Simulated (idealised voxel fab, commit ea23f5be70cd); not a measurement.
A process module follows: voxel double patterning.
The figure presents cross-section cut, which has a width of 210 nm and is divided into square cells with an edge length of 5 nm.
Bands, listed from the top down, are how a cross-section gets written in this document; the cross-section itself is a grid of square cells, and a band is one or more rows of them. What a band's entry tells you: where the top is and where the bottom is, as heights in nm, and after that what lies inside, material by material from left to right, each with its width in nm. Empty space is written as the word "blank", and a single material marked with the word "throughout" occupies the band from edge to edge. Zero point of the height axis is 0; under it, received wafer = one material. Lowest band: continues down indefinitely, "0 down". Width spec "30 to 40" -> top row of cells at first value, bottom row at second value, equal per-row change in between. Where a step carries "no alterations made", the cross-section came out of it unchanged, cell for cell. What "Fully closed voids" gives you is every empty space of 8 cells or more that is cut off from the top. Each appears as width x height at distance, with the distance taken from the left edge and width, height and distance all in nm. Read whatever lies past the settings on a step's line as the simulator's own remark about the step. Each step line may optionally specify "overlay nm", which for a step with a mask gives the rightward distance between the mask's planned place and where it lay, a negative value indicating the leftward direction.
# Intended process steps
1,RECEIVE,material Si
2,CONFORMAL_DEP,material SiO2,thk nm 10
3,DIRECTIONAL_DEP,material polySi,thk nm 10
4,DIRECTIONAL_DEP,material SiN,thk nm 10
5,DIRECTIONAL_DEP,material aC,thk nm 10
6,PATTERN,tone open,mask id FIRST,material resist,width nm 15,pitch nm 50,thk nm 25,overlay nm -15
7,DIRECTIONAL_ETCH,etch materials aC,depth nm 10
8,STRIP,etch materials resist
9,DIRECTIONAL_ETCH,etch materials SiN,depth nm 10
10,STRIP,etch materials aC
11,MASKED_ETCH,tone open,mask id SECOND,width nm 15,pitch nm 50,etch materials SiN,depth nm 10,overlay nm 0
12,DIRECTIONAL_ETCH,etch materials polySi,depth nm 10
13,STRIP,etch materials SiN
What sets these wafers apart? The overlay nm at step 6. They all start alike, and the plan carries the first wafer's value.
# Here's the first of the wafers in cross-section, just as we got it, i.e. after step 1
> 0 down = Si throughout
> Fully closed voids: none
# Note: the following table is arranged by wafer, a row apiece. Each row reports the end-of-module state: per material, cells gained (+) or cells lost (-) compared with the wafer as received; closed voids follow
overlay nm -15 | +84 SiO2 | +58 polySi | Fully closed voids: none
overlay nm -10 | +84 SiO2 | +54 polySi | Fully closed voids: none
overlay nm -5 | +84 SiO2 | +54 polySi | Fully closed voids: none
overlay nm 0 | +84 SiO2 | +54 polySi | Fully closed voids: none
overlay nm 5 | +84 SiO2 | +54 polySi | Fully closed voids: none
overlay nm 10 | +84 SiO2 | +54 polySi | Fully closed voids: none
overlay nm 15 | +84 SiO2 | +58 polySi | Fully closed voids: none
